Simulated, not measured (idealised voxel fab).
process module | voxel ribs on slabs
cross-section cut | 155 nm wide | cells 5 nm
A cross-section is a grid of square cells, given in bands from the top down. A band is one or more rows of cells.
Each band's line starts with the height of the band's top and of its bottom, in nm. Then come its materials from left to right, each with its width in nm. One material with "throughout" fills the band from edge to edge. "air" is empty space.
Height 0 is the level under which the wafer as received is all one material. The lowest band goes on downwards, as in "0 down".
A width such as "30 to 40" changes by the same amount from each row of cells to the next, from the band's top row to its bottom row.
"no change" after a step means that no cell of the cross-section changed.
closed voids: empty space of 8 cells or more with no open way to the top, each as width x height at its distance from the left edge, in nm
after a step's settings: what the simulator itself notes on the step
overlay nm, on a step with a mask: how far to the right of its planned place the mask lay; to the left if negative
plan
1 op RECEIVE | material Si
2 op DIRECTIONAL_DEP | material SiO2 | thk nm 25
3 op DIRECTIONAL_DEP | material SiN | thk nm 20
4 op PATTERN | tone cover | mask id RIB | material resist | width nm 20 | thk nm 20 | overlay nm 0
5 op DIRECTIONAL_ETCH | etch materials SiN | depth nm 10
6 op STRIP | etch materials resist
7 op MASKED_ETCH | tone cover | mask id SLAB | width nm 60 | etch materials SiN | depth nm 10 | overlay nm 0
8 op FILL_DEP | material SiO2 | thk nm 25
9 op CMP | height nm 60
10 op DIRECTIONAL_DEP | material TiN | thk nm 5
11 op MASKED_ETCH | tone cover | mask id HEATER | width nm 30 | etch materials TiN | depth nm 5 | overlay nm 0
12 op CONFORMAL_DEP | material SiO2 | thk nm 5
first wafer, as planned
as received, after step 1
  0 down: Si throughout
  closed voids: none
after step 2
  25 to 0: SiO2 throughout
  below 0: unchanged
after step 3
  45 to 25: SiN throughout
  below 25: unchanged
after step 4
  65 to 45: air 65 | resist 20 | air 70
  below 45: unchanged
after step 5
  65 to 45: air 65 | resist 20 | air 70
  45 to 35: air 65 | SiN 20 | air 70
  below 35: unchanged
after step 6
  45 to 35: air 65 | SiN 20 | air 70
  below 35: unchanged
after step 7
  45 to 35: air 65 | SiN 20 | air 70
  35 to 25: air 45 | SiN 60 | air 50
  below 25: unchanged
after step 8
  70 to 45: SiO2 throughout
  45 to 35: SiO2 65 | SiN 20 | SiO2 70
  35 to 25: SiO2 45 | SiN 60 | SiO2 50
  below 25: unchanged
after step 9
  60 to 45: SiO2 throughout
  below 45: unchanged
after step 10
  65 to 60: TiN throughout
  below 60: unchanged
after step 11
  65 to 60: air 60 | TiN 30 | air 65
  below 60: unchanged
after step 12
  70 to 65: air 55 | SiO2 40 | air 60
  65 to 60: SiO2 60 | TiN 30 | SiO2 65
  below 60: unchanged
second wafer: like start, like plan, one mistake. Through step 11 it matches the first wafer
when step 12 should have ended
  70 to 65: air 55 | TiN 40 | air 60
  65 to 60: TiN throughout
  below 60: unchanged
what went wrong: step 12 ran as: op CONFORMAL_DEP | material TiN | thk nm 5
at the end the second wafer has, in cells: 33 fewer of SiO2 | 33 more of TiN
